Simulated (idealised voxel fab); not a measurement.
Presented below is a process module, voxel ribs on slabs.
cross-section cut | 260 nm wide | cells 5 nm
Bands, listed from the top down, are how a cross-section gets written in this document; the cross-section itself is a grid of square cells, and a band is one or more rows of them.
Look at the band entry: it leads with the top's height and the bottom's height in nm. Then it lists the materials left to right, with a width in nm for each. The word "throughout" on a single material says that material fills the band edge to edge. The word "air" is empty space.
The level at which height equals 0 is the one under which the wafer, as it arrives, is entirely one material. No lower edge exists for the bottom band, which continues downward and is notated as in "top 0, no bottom".
A two-number width, for instance "30->40", indicates that the width is equal to the first number in the top row of the band and to the second number in the bottom row, and that it changes by a constant amount per row of cells.
Where a step carries "remains unaltered", the cross-section came out of it unchanged, cell for cell.
"Completely enclosed voids" means: voids of 8 cells or more that are shut off from the top with no open way through. Written width x height at distance, distance from the left edge, in nm.
Step line, after settings: the simulator's comment on this step.
If you see "overlay nm" on a step's line and that step has a mask, it's telling you how far right of where it was planned the mask ended up; a negative number means it went left instead.

Set out below are the planned steps of the process
1: op RECEIVE | material Si
2: op DIRECTIONAL_DEP | material SiO2 | thk nm 30
3: op DIRECTIONAL_DEP | material polySi | thk nm 15
4: op DIRECTIONAL_DEP | material aC | thk nm 10
5: op PATTERN | tone cover | mask id RIB | material resist | width nm 15 | thk nm 30 | overlay nm 0
6: op DIRECTIONAL_ETCH | etch materials aC | depth nm 10
7: op STRIP | etch materials resist
8: op DIRECTIONAL_ETCH | etch materials polySi | depth nm 10
9: op STRIP | etch materials aC
10: op MASKED_ETCH | tone cover | mask id SLAB | width nm 75 | etch materials polySi | depth nm 5 | overlay nm 0
11: op FILL_DEP | material SiO2 | thk nm 15
12: op CMP | height nm 55
13: op DIRECTIONAL_DEP | material W | thk nm 10
14: op DIRECTIONAL_DEP | material aC | thk nm 15
15: op PATTERN | tone cover | mask id HEATER | material resist | width nm 25 | thk nm 30 | overlay nm 0
16: op DIRECTIONAL_ETCH | etch materials aC | depth nm 15
17: op STRIP | etch materials resist
18: op DIRECTIONAL_ETCH | etch materials W | depth nm 10
19: op STRIP | etch materials aC
20: op CONFORMAL_DEP | material SiN | thk nm 5

Wafer cross-section on receipt, i.e. after step 1
* top 0, no bottom  Si throughout
* Completely enclosed voids: none

Final cross-section, module run with one mistake (start and plan as above)
* top 70, bottom 65  air 110 | SiN 35 | air 115
* top 65, bottom 60  air 110 | SiN 5 | W 25 | SiN 5 | air 115
* top 60, bottom 55  SiN 115 | W 25 | SiN 120
* top 55, bottom 15  SiO2 throughout
* top 15, bottom 0  polySi throughout
* top 0, no bottom  Si throughout
* Completely enclosed voids: none
What went wrong in running the wafer? order of steps 2 and 3 inverted relative to the plan
